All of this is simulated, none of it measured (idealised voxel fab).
process module | voxel self aligned contacts
cross-section cut | 195 nm wide | cells 5 nm
A cross-section is a grid of square cells, given in bands from the top down. A band is one or more rows of cells.
Each band's line starts with the height of the band's top and of its bottom, in nm. Then come its materials from left to right, each with its width in nm. One material with "throughout" fills the band from edge to edge. "air" is empty space.
Height 0 is the level under which the wafer as received is all one material. The lowest band goes on downwards, as in "0 down".
A width such as "30 to 40" changes by the same amount from each row of cells to the next, from the band's top row to its bottom row.
"no change" after a step means that no cell of the cross-section changed.
closed voids: empty space of 8 cells or more with no open way to the top, each as width x height at its distance from the left edge, in nm
after a step's settings: what the simulator itself notes on the step
overlay nm, on a step with a mask: how far to the right of its planned place the mask lay; to the left if negative
plan
1 op RECEIVE | material Si
2 op OXIDIZE | depth nm 5
3 op DIRECTIONAL_DEP | material polySi | thk nm 20
4 op DIRECTIONAL_DEP | material SiN | thk nm 20
5 op DIRECTIONAL_DEP | material aC | thk nm 15
6 op PATTERN | tone cover | mask id GATE | material resist | width nm 25 | pitch nm 65 | thk nm 30 | overlay nm 0
7 op DIRECTIONAL_ETCH | etch materials aC | depth nm 15
8 op STRIP | etch materials resist
9 op DIRECTIONAL_ETCH | etch materials SiN | depth nm 20
10 op DIRECTIONAL_ETCH | etch materials polySi | depth nm 20
11 op STRIP | etch materials aC
12 op CONFORMAL_DEP | material SiN | thk nm 10
13 op DIRECTIONAL_ETCH | etch materials SiN | depth nm 10
14 op FILL_DEP | material SiO2 | thk nm 20
15 op CMP | height nm 50
16 op PATTERN | tone open | mask id CONTACT | material resist | width nm 50 | pitch nm 65 | thk nm 20 | overlay nm 0
17 op DIRECTIONAL_ETCH | etch materials SiO2 | depth nm 55
18 op STRIP | etch materials resist
19 op CONFORMAL_DEP | material TiN | thk nm 5
20 op FILL_DEP | material Ru | thk nm 5
21 op CMP | height nm 50
22 op CONFORMAL_DEP | material SiCN | thk nm 5
as received, after step 1
  0 down: Si throughout
  closed voids: none
first wafer at the end, as planned
  55 to 50: SiCN throughout
  50 to 40: SiO2 40 | TiN 5 to 20 | Ru 40 to 10 | TiN 5 to 20 | SiO2 15 | TiN 5 to 20 | Ru 40 to 10 | TiN 5 to 20 | SiO2 40
  40 to 20: SiO2 10 | SiN 45 | TiN 5 | Ru 10 | TiN 5 | SiN 45 | TiN 5 | Ru 10 | TiN 5 | SiN 45 | SiO2 10
  20 to 0: SiO2 10 | SiN 10 | polySi 25 | SiN 10 | TiN 5 | Ru 10 | TiN 5 | SiN 10 | polySi 25 | SiN 10 | TiN 5 | Ru 10 | TiN 5 | SiN 10 | polySi 25 | SiN 10 | SiO2 10
  0 to -5: SiO2 55 | TiN 20 | SiO2 45 | TiN 20 | SiO2 55
  -5 down: Si throughout
  closed voids: none
second wafer at the end: like start, like plan, one mistake
  55 to 50: SiCN throughout
  50 to 45: SiO2 10 | SiN 45 | TiN 5 | Ru 10 | TiN 5 | SiN 45 | TiN 5 | Ru 10 | TiN 5 | SiN 45 | SiO2 10
  45 to 40: SiO2 10 | SiN 45 | TiN 20 | SiN 45 | TiN 20 | SiN 45 | SiO2 10
  40 to 20: SiN throughout
  20 to 0: polySi throughout
  0 to -5: SiO2 throughout
  -5 down: Si throughout
  closed voids: none
what went wrong: step 4 was run twice
at the end the second wafer has, in cells: 48 fewer of Ru | 54 more of SiN | 54 fewer of SiO2 | 48 fewer of TiN | 96 more of polySi
